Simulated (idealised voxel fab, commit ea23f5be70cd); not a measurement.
Presented below is a process module, voxel local oxidation.
Cross-section cut spans 175 nm and uses square cells 5 nm in size.
Cross-section = grid of square cells, listed top down in bands; band = one or more rows.
Look at the band entry: it leads with the top's height and the bottom's height in nm. Then it lists the materials left to right, with a width in nm for each. The word "full width" on a single material says that material fills the band edge to edge. The word "air" is empty space.
Where do heights start? At 0: under that level the wafer as delivered is made of one material only. And the lowest band has no floor; it just carries on downward, as in "0 nm and below".
The width entry "30 to 40" should be interpreted row by row: the top row of cells in the band takes the first number, the bottom row takes the second number, and the change between adjacent rows is uniform throughout.
What does "remains unaltered" mean for a step? It means no cell of the cross-section changed in that step.
Heads up: "Enclosed empty spaces" only lists the empty pockets with no open path to the top that are 8 cells or more, and it writes them as width x height at distance, distance from the left edge, in nm.
The remark found on a step's line after its settings is issued by the simulator itself and pertains to that step.
"overlay nm" answers the question of how far to the right of plan the mask lay on a step that has a mask, and when it is negative the answer is to the left.
HERE'S WHAT THE PLANNED PROCESS STEPS LOOK LIKE
1 RECEIVE [material Si]
2 CONFORMAL_DEP [material SiO2] [thk nm 5]
3 CONFORMAL_DEP [material SiN] [thk nm 15]
4 MASKED_ETCH [tone cover] [mask id ACTIVE] [width nm 90] [etch materials SiN] [depth nm 15] [overlay nm 0]
5 SELECTIVE_ETCH [etch materials SiO2] [depth nm 5]
6 OXIDIZE [depth nm 15]
7 STRIP [etch materials SiN]
FIRST OF TWO WAFERS - AS PLANNED
DELIVERED WAFER IN CROSS-SECTION: STATE AFTER STEP 1
0 nm and below  Si full width
Enclosed empty spaces: none
CROSS-SECTION THROUGH THE WAFER, STEP 2 FINISHED
5 nm to 0 nm  SiO2 full width
Heights below 0 show no change.
CROSS-SECTION THROUGH THE WAFER, STEP 3 FINISHED
20 nm to 5 nm  SiN full width
Heights below 5 show no change.
CROSS-SECTION THROUGH THE WAFER, STEP 4 FINISHED
20 nm to 5 nm  air 40; SiN 90; air 45
Heights below 5 show no change.
CROSS-SECTION THROUGH THE WAFER, STEP 5 FINISHED
20 nm to 5 nm  air 40; SiN 90; air 45
5 nm to 0 nm  air 45; SiO2 80; air 50
Heights below 0 show no change.
CROSS-SECTION THROUGH THE WAFER, STEP 6 FINISHED
20 nm to 5 nm  air 40; SiN 90; air 45
5 nm to 0 nm  air 45; SiO2 80; air 50
0 nm to -15 nm  SiO2 60; Si 50; SiO2 65
Heights below -15 show no change.
CROSS-SECTION THROUGH THE WAFER, STEP 7 FINISHED
5 nm to 0 nm  air 45; SiO2 80; air 50
Heights below 0 show no change.
SECOND OF TWO: SAME START, SAME PLAN, ONE RUN ERROR; STEPS UP TO AND INCLUDING 6 MATCH THE FIRST
SECOND WAFER CROSS-SECTION, TAKEN AS OF THE TIME THE PLAN SETS FOR STEP 7 TO BE DONE
0 nm to -15 nm  air 60; Si 50; air 65
Heights below -15 show no change.
In executing the process, a mistake was made relative to the plan: step 7 went in with a setting other than planned; the actual run was STRIP [etch materials SiO2]
Final difference in cells, second wafer against first, listed per material as more or fewer: -91 SiO2
